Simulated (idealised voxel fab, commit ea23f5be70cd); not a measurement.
Title: Process Module voxel ribs on slabs
Cross-section cut spans 235 nm and uses square cells 5 nm in size.
A cross-section is a grid of square cells, given in bands from the top down. A band is one or more rows of cells. First you get the band's top height and its bottom height, in nm, and then the materials it's made of, left to right, with each width in nm. If you see a single material with "throughout", that one covers the band edge to edge. "empty" is empty space. Heights from 0 (as-received wafer is one material below). Bottom band endless downward, as "top 0, no bottom". The expression "30..40" gives the width at the extremes of the band, the first number at its top row of cells and the second at its bottom row, with the width changing by equal amounts from each row to the next in between. Any step labelled "no alteration" changed none of the cells in the cross-section. "Fully enclosed voids": empty spaces of 8 cells or more with no open way to the top, each given as width x height at distance, distance from the left edge, all in nm. Formally, on a step line, whatever follows the settings is a remark that the simulator itself makes on the step. Steps that use a mask can have "overlay nm" on their line. It says how far the mask sat to the right of where it was meant to be. Negative means to the left.

Planned process steps
1. RECEIVE [material Si]
2. DIRECTIONAL_DEP [material SiO2] [thk nm 25]
3. DIRECTIONAL_DEP [material polySi] [thk nm 25]
4. DIRECTIONAL_DEP [material aC] [thk nm 10]
5. PATTERN [tone cover] [mask id RIB] [material resist] [width nm 25] [thk nm 25] [overlay nm 0]
6. DIRECTIONAL_ETCH [etch materials aC] [depth nm 10]
7. STRIP [etch materials resist]
8. DIRECTIONAL_ETCH [etch materials polySi] [depth nm 10]
9. STRIP [etch materials aC]
10. DIRECTIONAL_DEP [material aC] [thk nm 15]
11. PATTERN [tone cover] [mask id SLAB] [material resist] [width nm 65] [thk nm 35] [overlay nm 0]
12. DIRECTIONAL_ETCH [etch materials aC] [depth nm 15]
13. STRIP [etch materials resist]
14. DIRECTIONAL_ETCH [etch materials polySi] [depth nm 15]
15. STRIP [etch materials aC]
16. FILL_DEP [material SiO2] [thk nm 30]
17. CMP [height nm 70]
18. DIRECTIONAL_DEP [material W] [thk nm 5]
19. PATTERN [tone cover] [mask id HEATER] [material resist] [width nm 35] [thk nm 15] [overlay nm 0]
20. DIRECTIONAL_ETCH [etch materials W] [depth nm 5]
21. STRIP [etch materials resist]
22. CONFORMAL_DEP [material SiN] [thk nm 5]

The first of a set of two wafers, run to plan

Shown in cross-section is the wafer as received, that is, as it stands after step 1
	top 0, no bottom | Si throughout
	Fully enclosed voids: none

After step 2
	top 25, bottom 0 | SiO2 throughout
	Anything lower than 0 is untouched.

After step 3
	top 50, bottom 25 | polySi throughout
	Anything lower than 25 is untouched.

After step 4
	top 60, bottom 50 | aC throughout
	Anything lower than 50 is untouched.

After step 5
	top 85, bottom 60 | empty (105), resist (25), empty (105)
	Anything lower than 60 is untouched.

After step 6
	top 75, bottom 60 | empty (105), resist (25), empty (105)
	top 60, bottom 50 | empty (105), aC (25), empty (105)
	Anything lower than 50 is untouched.

After step 7
	top 60, bottom 50 | empty (105), aC (25), empty (105)
	Anything lower than 50 is untouched.

After step 8
	top 60, bottom 50 | empty (105), aC (25), empty (105)
	top 50, bottom 40 | empty (105), polySi (25), empty (105)
	Anything lower than 40 is untouched.

After step 9
	top 50, bottom 40 | empty (105), polySi (25), empty (105)
	Anything lower than 40 is untouched.

After step 10
	top 65, bottom 55 | empty (105), aC (25), empty (105)
	top 55, bottom 50 | aC throughout
	top 50, bottom 40 | aC (105), polySi (25), aC (105)
	Anything lower than 40 is untouched.

After step 11
	top 100, bottom 65 | empty (85), resist (65), empty (85)
	top 65, bottom 55 | empty (85), resist (20), aC (25), resist (20), empty (85)
	Anything lower than 55 is untouched.

After step 12
	top 85, bottom 65 | empty (85), resist (65), empty (85)
	top 65, bottom 55 | empty (85), resist (20), aC (25), resist (20), empty (85)
	top 55, bottom 50 | empty (85), aC (65), empty (85)
	top 50, bottom 40 | empty (85), aC (20), polySi (25), aC (20), empty (85)
	Anything lower than 40 is untouched.

After step 13
	top 65, bottom 55 | empty (105), aC (25), empty (105)
	Anything lower than 55 is untouched.

After step 14
	top 65, bottom 55 | empty (105), aC (25), empty (105)
	top 55, bottom 50 | empty (85), aC (65), empty (85)
	top 50, bottom 40 | empty (85), aC (20), polySi (25), aC (20), empty (85)
	top 40, bottom 25 | empty (85), polySi (65), empty (85)
	Anything lower than 25 is untouched.

After step 15
	top 50, bottom 40 | empty (105), polySi (25), empty (105)
	Anything lower than 40 is untouched.

After step 16
	top 80, bottom 50 | SiO2 throughout
	top 50, bottom 40 | SiO2 (105), polySi (25), SiO2 (105)
	top 40, bottom 25 | SiO2 (85), polySi (65), SiO2 (85)
	Anything lower than 25 is untouched.

After step 17
	top 70, bottom 50 | SiO2 throughout
	Anything lower than 50 is untouched.

After step 18
	top 75, bottom 70 | W throughout
	Anything lower than 70 is untouched.

After step 19
	top 90, bottom 75 | empty (100), resist (35), empty (100)
	Anything lower than 75 is untouched.

After step 20
	top 90, bottom 75 | empty (100), resist (35), empty (100)
	top 75, bottom 70 | empty (100), W (35), empty (100)
	Anything lower than 70 is untouched.

After step 21
	top 75, bottom 70 | empty (100), W (35), empty (100)
	Anything lower than 70 is untouched.

After step 22
	top 80, bottom 75 | empty (95), SiN (45), empty (95)
	top 75, bottom 70 | SiN (100), W (35), SiN (100)
	Anything lower than 70 is untouched.

Wafer two of two - same starting point, same process plan, one mistake in execution; matches wafer one up to and including step 18

Cross-section of the second wafer at the time by which step 19 should have been completed according to the plan
	top 90, bottom 75 | resist (100), empty (35), resist (100)
	Anything lower than 75 is untouched.

Cross-section of the second wafer at the time by which step 20 should have been completed according to the plan
	top 90, bottom 75 | resist (100), empty (35), resist (100)
	top 75, bottom 70 | W (100), empty (35), W (100)
	Anything lower than 70 is untouched.

Cross-section of the second wafer at the time by which step 21 should have been completed according to the plan
	top 75, bottom 70 | W (100), empty (35), W (100)
	Anything lower than 70 is untouched.

Cross-section of the second wafer at the time by which step 22 should have been completed according to the plan
	top 80, bottom 75 | SiN (105), empty (25), SiN (105)
	top 75, bottom 70 | W (100), SiN (35), W (100)
	Anything lower than 70 is untouched.
Against the plan, the run slipped here: it should be noted that step 19 was executed with settings other than those planned, the operation and settings actually applied being PATTERN [tone open] [mask id HEATER] [material resist] [width nm 35] [thk nm 15] [overlay nm 0]
In the final state, the cell counts of the second wafer exceed or fall short of those of the first for the following materials: 33 more of W
